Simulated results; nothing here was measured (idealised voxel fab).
This section sets out a process module, namely voxel self aligned contacts.
cross-section cut | 290 nm wide | cells 5 nm
How to read a cross-section here: the picture is a grid of square cells, written as bands going from the top down, and any band can span one or more rows of cells.
It is stipulated that each band's entry specify, in nanometres, the height of the top of the band and then that of its bottom, followed by the materials of the band in left-to-right sequence, each together with its width in nanometres. A single material marked by the word "all across" is understood to fill the band from edge to edge; the word "air" is understood to denote empty space.
Height datum 0, below which the as-received substrate wafer is one material. Lowest band open at the bottom, running downward: "0 and below".
So if you see something like "30..40" for the width, read it as the top row of the band sitting at the first number and the bottom row at the second, with every row in between moving by the same amount as the last.
"all unchanged" for a step: no cell of the cross-section changed in that step.
The list in "Voids, sealed" covers empty spaces of 8 cells or more that cannot reach the top through any open way, and it gives each as width x height at distance; the distance is from the left edge, and width, height and distance are in nm.
It should be noted that, on the line of a given step, the content following the step's settings is a remark produced by the simulator itself with respect to that step.
"overlay nm", when on a step's line for a step with a mask, measures how far to the right of its planned place the mask lay; a negative measure means to the left.

PLANNED PROCESS STEPS
1) RECEIVE, material Si
2) CONFORMAL_DEP, material SiO2, thk nm 5
3) DIRECTIONAL_DEP, material polySi, thk nm 30
4) DIRECTIONAL_DEP, material SiN, thk nm 20
5) MASKED_ETCH, tone cover, mask id GATE, width nm 25, pitch nm 60, etch materials SiN, depth nm 20, overlay nm 0
6) MASKED_ETCH, tone cover, mask id GATE, width nm 25, pitch nm 60, etch materials polySi, depth nm 30, overlay nm 0
7) CONFORMAL_DEP, material SiN, thk nm 10
8) DIRECTIONAL_ETCH, etch materials SiN, depth nm 10
9) FILL_DEP, material SiO2, thk nm 10
10) CMP, height nm 60
11) DIRECTIONAL_DEP, material aC, thk nm 15
12) PATTERN, tone open, mask id CONTACT, material resist, width nm 45, thk nm 35, overlay nm 0
13) DIRECTIONAL_ETCH, etch materials aC, depth nm 15
14) STRIP, etch materials resist
15) DIRECTIONAL_ETCH, etch materials SiO2, depth nm 60
16) STRIP, etch materials aC
17) CONFORMAL_DEP, material TiN, thk nm 5
18) FILL_DEP, material W, thk nm 5
19) CMP, height nm 60
20) CONFORMAL_DEP, material SiN, thk nm 5

THE FIRST OF THE TWO WAFERS, WHICH RAN AS PLANNED

CROSS-SECTIONAL VIEW OF THE WAFER IN ITS AS-RECEIVED CONDITION, CORRESPONDING TO THE STATE AFTER STEP 1
0 and below | Si all across
Voids, sealed: none

STEP 2 COMPLETE: CROSS-SECTION THROUGH THE WAFER
5 down to 0 | SiO2 all across
Below 0 it's all the same as before, nothing changed down there.

STEP 3 COMPLETE: CROSS-SECTION THROUGH THE WAFER
35 down to 5 | polySi all across
Below 5 it's all the same as before, nothing changed down there.

STEP 4 COMPLETE: CROSS-SECTION THROUGH THE WAFER
55 down to 35 | SiN all across
Below 35 it's all the same as before, nothing changed down there.

STEP 5 COMPLETE: CROSS-SECTION THROUGH THE WAFER
55 down to 35 | 100 air; 25 SiN; 35 air; 25 SiN; 105 air
Below 35 it's all the same as before, nothing changed down there.

STEP 6 COMPLETE: CROSS-SECTION THROUGH THE WAFER
55 down to 35 | 100 air; 25 SiN; 35 air; 25 SiN; 105 air
35 down to 5 | 100 air; 25 polySi; 35 air; 25 polySi; 105 air
Below 5 it's all the same as before, nothing changed down there.

STEP 7 COMPLETE: CROSS-SECTION THROUGH THE WAFER
65 down to 35 | 90 air; 45 SiN; 15 air; 45 SiN; 95 air
35 down to 15 | 90 air; 10 SiN; 25 polySi; 10 SiN; 15 air; 10 SiN; 25 polySi; 10 SiN; 95 air
15 down to 5 | 100 SiN; 25 polySi; 35 SiN; 25 polySi; 105 SiN
Below 5 it's all the same as before, nothing changed down there.

STEP 8 COMPLETE: CROSS-SECTION THROUGH THE WAFER
55 down to 35 | 90 air; 45 SiN; 15 air; 45 SiN; 95 air
35 down to 5 | 90 air; 10 SiN; 25 polySi; 10 SiN; 15 air; 10 SiN; 25 polySi; 10 SiN; 95 air
Below 5 it's all the same as before, nothing changed down there.

STEP 9 COMPLETE: CROSS-SECTION THROUGH THE WAFER
65 down to 55 | SiO2 all across
55 down to 35 | 90 SiO2; 45 SiN; 15 SiO2; 45 SiN; 95 SiO2
35 down to 5 | 90 SiO2; 10 SiN; 25 polySi; 10 SiN; 15 SiO2; 10 SiN; 25 polySi; 10 SiN; 95 SiO2
Below 5 it's all the same as before, nothing changed down there.

STEP 10 COMPLETE: CROSS-SECTION THROUGH THE WAFER
60 down to 55 | SiO2 all across
Below 55 it's all the same as before, nothing changed down there.

STEP 11 COMPLETE: CROSS-SECTION THROUGH THE WAFER
75 down to 60 | aC all across
Below 60 it's all the same as before, nothing changed down there.

STEP 12 COMPLETE: CROSS-SECTION THROUGH THE WAFER
110 down to 75 | 120 resist; 45 air; 125 resist
Below 75 it's all the same as before, nothing changed down there.

STEP 13 COMPLETE: CROSS-SECTION THROUGH THE WAFER
95 down to 75 | 120 resist; 45 air; 125 resist
75 down to 60 | 120 aC; 45 air; 125 aC
Below 60 it's all the same as before, nothing changed down there.

STEP 14 COMPLETE: CROSS-SECTION THROUGH THE WAFER
75 down to 60 | 120 aC; 45 air; 125 aC
Below 60 it's all the same as before, nothing changed down there.

STEP 15 COMPLETE: CROSS-SECTION THROUGH THE WAFER
75 down to 60 | 120 aC; 45 air; 125 aC
60 down to 55 | 120 SiO2; 45 air; 125 SiO2
55 down to 35 | 90 SiO2; 45 SiN; 15 air; 45 SiN; 95 SiO2
35 down to 5 | 90 SiO2; 10 SiN; 25 polySi; 10 SiN; 15 air; 10 SiN; 25 polySi; 10 SiN; 95 SiO2
5 down to 0 | 135 SiO2; 15 air; 140 SiO2
Below 0 it's all the same as before, nothing changed down there.

STEP 16 COMPLETE: CROSS-SECTION THROUGH THE WAFER
60 down to 55 | 120 SiO2; 45 air; 125 SiO2
Below 55 it's all the same as before, nothing changed down there.

STEP 17 COMPLETE: CROSS-SECTION THROUGH THE WAFER
65 down to 60 | 125 TiN; 35 air; 130 TiN
60 down to 55 | 120 SiO2; 20 TiN; 5 air; 20 TiN; 125 SiO2
55 down to 35 | 90 SiO2; 45 SiN; 5 TiN; 5 air; 5 TiN; 45 SiN; 95 SiO2
35 down to 5 | 90 SiO2; 10 SiN; 25 polySi; 10 SiN; 5 TiN; 5 air; 5 TiN; 10 SiN; 25 polySi; 10 SiN; 95 SiO2
5 down to 0 | 135 SiO2; 15 TiN; 140 SiO2
Below 0 it's all the same as before, nothing changed down there.

STEP 18 COMPLETE: CROSS-SECTION THROUGH THE WAFER
70 down to 65 | W all across
65 down to 60 | 125 TiN; 35 W; 130 TiN
60 down to 55 | 120 SiO2; 20 TiN; 5 W; 20 TiN; 125 SiO2
55 down to 35 | 90 SiO2; 45 SiN; 5 TiN; 5 W; 5 TiN; 45 SiN; 95 SiO2
35 down to 5 | 90 SiO2; 10 SiN; 25 polySi; 10 SiN; 5 TiN; 5 W; 5 TiN; 10 SiN; 25 polySi; 10 SiN; 95 SiO2
Below 5 it's all the same as before, nothing changed down there.

STEP 19 COMPLETE: CROSS-SECTION THROUGH THE WAFER
60 down to 55 | 120 SiO2; 20 TiN; 5 W; 20 TiN; 125 SiO2
Below 55 it's all the same as before, nothing changed down there.

STEP 20 COMPLETE: CROSS-SECTION THROUGH THE WAFER
65 down to 60 | SiN all across
Below 60 it's all the same as before, nothing changed down there.

SECOND OF TWO: SAME START, SAME PLAN, ONE RUN ERROR; STEPS UP TO AND INCLUDING 1 MATCH THE FIRST

Cross-section: second wafer, time at which step 2 was scheduled to end: all unchanged

CROSS-SECTION: SECOND WAFER, TIME AT WHICH STEP 3 WAS SCHEDULED TO END
30 down to 0 | polySi all across
Below 0 it's all the same as before, nothing changed down there.

CROSS-SECTION: SECOND WAFER, TIME AT WHICH STEP 4 WAS SCHEDULED TO END
50 down to 30 | SiN all across
Below 30 it's all the same as before, nothing changed down there.

CROSS-SECTION: SECOND WAFER, TIME AT WHICH STEP 5 WAS SCHEDULED TO END
50 down to 30 | 100 air; 25 SiN; 35 air; 25 SiN; 105 air
Below 30 it's all the same as before, nothing changed down there.

CROSS-SECTION: SECOND WAFER, TIME AT WHICH STEP 6 WAS SCHEDULED TO END
50 down to 30 | 100 air; 25 SiN; 35 air; 25 SiN; 105 air
30 down to 0 | 100 air; 25 polySi; 35 air; 25 polySi; 105 air
Below 0 it's all the same as before, nothing changed down there.

CROSS-SECTION: SECOND WAFER, TIME AT WHICH STEP 7 WAS SCHEDULED TO END
60 down to 30 | 90 air; 45 SiN; 15 air; 45 SiN; 95 air
30 down to 10 | 90 air; 10 SiN; 25 polySi; 10 SiN; 15 air; 10 SiN; 25 polySi; 10 SiN; 95 air
10 down to 0 | 100 SiN; 25 polySi; 35 SiN; 25 polySi; 105 SiN
Below 0 it's all the same as before, nothing changed down there.

CROSS-SECTION: SECOND WAFER, TIME AT WHICH STEP 8 WAS SCHEDULED TO END
50 down to 30 | 90 air; 45 SiN; 15 air; 45 SiN; 95 air
30 down to 0 | 90 air; 10 SiN; 25 polySi; 10 SiN; 15 air; 10 SiN; 25 polySi; 10 SiN; 95 air
Below 0 it's all the same as before, nothing changed down there.

CROSS-SECTION: SECOND WAFER, TIME AT WHICH STEP 9 WAS SCHEDULED TO END
60 down to 50 | SiO2 all across
50 down to 30 | 90 SiO2; 45 SiN; 15 SiO2; 45 SiN; 95 SiO2
30 down to 0 | 90 SiO2; 10 SiN; 25 polySi; 10 SiN; 15 SiO2; 10 SiN; 25 polySi; 10 SiN; 95 SiO2
Below 0 it's all the same as before, nothing changed down there.

Cross-section: second wafer, time at which step 10 was scheduled to end: all unchanged

CROSS-SECTION: SECOND WAFER, TIME AT WHICH STEP 11 WAS SCHEDULED TO END
75 down to 60 | aC all across
Below 60 it's all the same as before, nothing changed down there.

CROSS-SECTION: SECOND WAFER, TIME AT WHICH STEP 12 WAS SCHEDULED TO END
110 down to 75 | 120 resist; 45 air; 125 resist
Below 75 it's all the same as before, nothing changed down there.

CROSS-SECTION: SECOND WAFER, TIME AT WHICH STEP 13 WAS SCHEDULED TO END
95 down to 75 | 120 resist; 45 air; 125 resist
75 down to 60 | 120 aC; 45 air; 125 aC
Below 60 it's all the same as before, nothing changed down there.

CROSS-SECTION: SECOND WAFER, TIME AT WHICH STEP 14 WAS SCHEDULED TO END
75 down to 60 | 120 aC; 45 air; 125 aC
Below 60 it's all the same as before, nothing changed down there.

CROSS-SECTION: SECOND WAFER, TIME AT WHICH STEP 15 WAS SCHEDULED TO END
75 down to 60 | 120 aC; 45 air; 125 aC
60 down to 50 | 120 SiO2; 45 air; 125 SiO2
50 down to 30 | 90 SiO2; 45 SiN; 15 air; 45 SiN; 95 SiO2
30 down to 0 | 90 SiO2; 10 SiN; 25 polySi; 10 SiN; 15 air; 10 SiN; 25 polySi; 10 SiN; 95 SiO2
Below 0 it's all the same as before, nothing changed down there.

CROSS-SECTION: SECOND WAFER, TIME AT WHICH STEP 16 WAS SCHEDULED TO END
60 down to 50 | 120 SiO2; 45 air; 125 SiO2
Below 50 it's all the same as before, nothing changed down there.

CROSS-SECTION: SECOND WAFER, TIME AT WHICH STEP 17 WAS SCHEDULED TO END
65 down to 60 | 125 TiN; 35 air; 130 TiN
60 down to 50 | 120 SiO2; 5..20 TiN; 35..5 air; 5..20 TiN; 125 SiO2
50 down to 30 | 90 SiO2; 45 SiN; 5 TiN; 5 air; 5 TiN; 45 SiN; 95 SiO2
30 down to 5 | 90 SiO2; 10 SiN; 25 polySi; 10 SiN; 5 TiN; 5 air; 5 TiN; 10 SiN; 25 polySi; 10 SiN; 95 SiO2
5 down to 0 | 90 SiO2; 10 SiN; 25 polySi; 10 SiN; 15 TiN; 10 SiN; 25 polySi; 10 SiN; 95 SiO2
Below 0 it's all the same as before, nothing changed down there.

CROSS-SECTION: SECOND WAFER, TIME AT WHICH STEP 18 WAS SCHEDULED TO END
70 down to 65 | W all across
65 down to 60 | 125 TiN; 35 W; 130 TiN
60 down to 50 | 120 SiO2; 5..20 TiN; 35..5 W; 5..20 TiN; 125 SiO2
50 down to 30 | 90 SiO2; 45 SiN; 5 TiN; 5 W; 5 TiN; 45 SiN; 95 SiO2
30 down to 5 | 90 SiO2; 10 SiN; 25 polySi; 10 SiN; 5 TiN; 5 W; 5 TiN; 10 SiN; 25 polySi; 10 SiN; 95 SiO2
Below 5 it's all the same as before, nothing changed down there.

CROSS-SECTION: SECOND WAFER, TIME AT WHICH STEP 19 WAS SCHEDULED TO END
60 down to 50 | 120 SiO2; 5..20 TiN; 35..5 W; 5..20 TiN; 125 SiO2
Below 50 it's all the same as before, nothing changed down there.

CROSS-SECTION: SECOND WAFER, TIME AT WHICH STEP 20 WAS SCHEDULED TO END
65 down to 60 | SiN all across
Below 60 it's all the same as before, nothing changed down there.
What was done differently from what was planned? plan step 2 skipped
Final cells, second wafer relative to first, materials higher or lower: SiO2 -6 | W +6
